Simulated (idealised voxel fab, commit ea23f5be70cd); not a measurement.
Presented below is a process module, voxel plated lines.
The cross-section on display is named cut; it measures 225 nm wide, and its cells are 5 nm squares.
Notation: cross-section as square-cell grid; stated in bands, top first, going down; one or more cell rows per band. Within each band entry, the heights of the top and of the bottom of the band appear first, in that order and in nm; the materials of the band then follow from left to right, each with its corresponding width in nm. The designation "edge to edge" on a single material indicates that it fills the band from edge to edge; the designation "empty" indicates empty space. Height 0 is the level under which the wafer as received is all one material. The lowest band goes on downwards, as in "0 down". Quick explanation for "30 to 40": the width changes in equal steps down the rows of cells, from the first number in the band's top row to the second number in its bottom row. Basically "all unchanged" means that step didn't change any cell in the cross-section. Enclosed voids (no open way to top), threshold 8 cells or more, entry "Closed void listing", notation width x height at distance, distance from left edge, nm. Where a step's line continues beyond its settings, the continuation is a remark by the simulator itself on that step. When a step includes a mask, the "overlay nm" setting on its line states how far to the right of its planned place that mask lay, and negative values state how far to the left.
List of planned process steps
1,RECEIVE | material Si
2,CONFORMAL_DEP | material Al2O3 | thk nm 5
3,DIRECTIONAL_DEP | material TiN | thk nm 5
4,PATTERN | tone open | mask id LINES | material resist | width nm 20 | pitch nm 35 | thk nm 40 | overlay nm 0
5,EPI | material Ru | thk nm 5
6,EPI | material Ru | thk nm 10
7,EPI | material Ru | thk nm 5
8,STRIP | etch materials resist
9,DIRECTIONAL_ETCH | etch materials TiN | depth nm 5
10,CONFORMAL_DEP | material SiN | thk nm 5
Below: the first of two wafers, run as planned
Wafer at receipt (post step 1), cross-section
0 down: Si edge to edge
Closed void listing: none
Once step 2 is through, the wafer looks like this in cross-section
5 to 0: Al2O3 edge to edge
Unchanged below 0.
Once step 3 is through, the wafer looks like this in cross-section
10 to 5: TiN edge to edge
Unchanged below 5.
Once step 4 is through, the wafer looks like this in cross-section
50 to 10: resist (50)  empty (20)  resist (15)  empty (20)  resist (15)  empty (20)  resist (15)  empty (20)  resist (50)
Unchanged below 10.
Once step 5 is through, the wafer looks like this in cross-section
50 to 15: resist (50)  empty (20)  resist (15)  empty (20)  resist (15)  empty (20)  resist (15)  empty (20)  resist (50)
15 to 10: resist (50)  Ru (20)  resist (15)  Ru (20)  resist (15)  Ru (20)  resist (15)  Ru (20)  resist (50)
Unchanged below 10.
Once step 6 is through, the wafer looks like this in cross-section
50 to 25: resist (50)  empty (20)  resist (15)  empty (20)  resist (15)  empty (20)  resist (15)  empty (20)  resist (50)
25 to 10: resist (50)  Ru (20)  resist (15)  Ru (20)  resist (15)  Ru (20)  resist (15)  Ru (20)  resist (50)
Unchanged below 10.
Once step 7 is through, the wafer looks like this in cross-section
50 to 30: resist (50)  empty (20)  resist (15)  empty (20)  resist (15)  empty (20)  resist (15)  empty (20)  resist (50)
30 to 10: resist (50)  Ru (20)  resist (15)  Ru (20)  resist (15)  Ru (20)  resist (15)  Ru (20)  resist (50)
Unchanged below 10.
Once step 8 is through, the wafer looks like this in cross-section
30 to 10: empty (50)  Ru (20)  empty (15)  Ru (20)  empty (15)  Ru (20)  empty (15)  Ru (20)  empty (50)
Unchanged below 10.
Once step 9 is through, the wafer looks like this in cross-section
30 to 10: empty (50)  Ru (20)  empty (15)  Ru (20)  empty (15)  Ru (20)  empty (15)  Ru (20)  empty (50)
10 to 5: empty (50)  TiN (20)  empty (15)  TiN (20)  empty (15)  TiN (20)  empty (15)  TiN (20)  empty (50)
Unchanged below 5.
Once step 10 is through, the wafer looks like this in cross-section
35 to 30: empty (45)  SiN (30)  empty (5)  SiN (30)  empty (5)  SiN (30)  empty (5)  SiN (30)  empty (45)
30 to 10: empty (45)  SiN (5)  Ru (20)  SiN (5)  empty (5)  SiN (5)  Ru (20)  SiN (5)  empty (5)  SiN (5)  Ru (20)  SiN (5)  empty (5)  SiN (5)  Ru (20)  SiN (5)  empty (45)
10 to 5: SiN (50)  TiN (20)  SiN (15)  TiN (20)  SiN (15)  TiN (20)  SiN (15)  TiN (20)  SiN (50)
Unchanged below 5.
Second wafer. Start and plan as for the first. One mistake made in running. Agrees with the first up to and including step 3
The second wafer cut through, at the time step 4 was supposed to be finished
50 to 10: empty (50)  resist (20)  empty (15)  resist (20)  empty (15)  resist (20)  empty (15)  resist (20)  empty (50)
Unchanged below 10.
The second wafer cut through, at the time step 5 was supposed to be finished
50 to 15: empty (50)  resist (20)  empty (15)  resist (20)  empty (15)  resist (20)  empty (15)  resist (20)  empty (50)
15 to 10: Ru (50)  resist (20)  Ru (15)  resist (20)  Ru (15)  resist (20)  Ru (15)  resist (20)  Ru (50)
Unchanged below 10.
The second wafer cut through, at the time step 6 was supposed to be finished
50 to 25: empty (50)  resist (20)  empty (15)  resist (20)  empty (15)  resist (20)  empty (15)  resist (20)  empty (50)
25 to 10: Ru (50)  resist (20)  Ru (15)  resist (20)  Ru (15)  resist (20)  Ru (15)  resist (20)  Ru (50)
Unchanged below 10.
The second wafer cut through, at the time step 7 was supposed to be finished
50 to 30: empty (50)  resist (20)  empty (15)  resist (20)  empty (15)  resist (20)  empty (15)  resist (20)  empty (50)
30 to 10: Ru (50)  resist (20)  Ru (15)  resist (20)  Ru (15)  resist (20)  Ru (15)  resist (20)  Ru (50)
Unchanged below 10.
The second wafer cut through, at the time step 8 was supposed to be finished
30 to 10: Ru (50)  empty (20)  Ru (15)  empty (20)  Ru (15)  empty (20)  Ru (15)  empty (20)  Ru (50)
Unchanged below 10.
The second wafer cut through, at the time step 9 was supposed to be finished
30 to 10: Ru (50)  empty (20)  Ru (15)  empty (20)  Ru (15)  empty (20)  Ru (15)  empty (20)  Ru (50)
10 to 5: TiN (50)  empty (20)  TiN (15)  empty (20)  TiN (15)  empty (20)  TiN (15)  empty (20)  TiN (50)
Unchanged below 5.
The second wafer cut through, at the time step 10 was supposed to be finished
35 to 30: SiN (55)  empty (10)  SiN (25)  empty (10)  SiN (25)  empty (10)  SiN (25)  empty (10)  SiN (55)
30 to 10: Ru (50)  SiN (5)  empty (10)  SiN (5)  Ru (15)  SiN (5)  empty (10)  SiN (5)  Ru (15)  SiN (5)  empty (10)  SiN (5)  Ru (15)  SiN (5)  empty (10)  SiN (5)  Ru (50)
10 to 5: TiN (50)  SiN (20)  TiN (15)  SiN (20)  TiN (15)  SiN (20)  TiN (15)  SiN (20)  TiN (50)
Unchanged below 5.
So what did we get wrong on this run? step 4 was processed under conditions differing from the plan, specifically as PATTERN | tone cover | mask id LINES | material resist | width nm 20 | pitch nm 35 | thk nm 40 | overlay nm 0
Wrapping up, a cell-based count of both wafers puts the second over or under the first for these materials: 52 more of Ru; 13 more of TiN
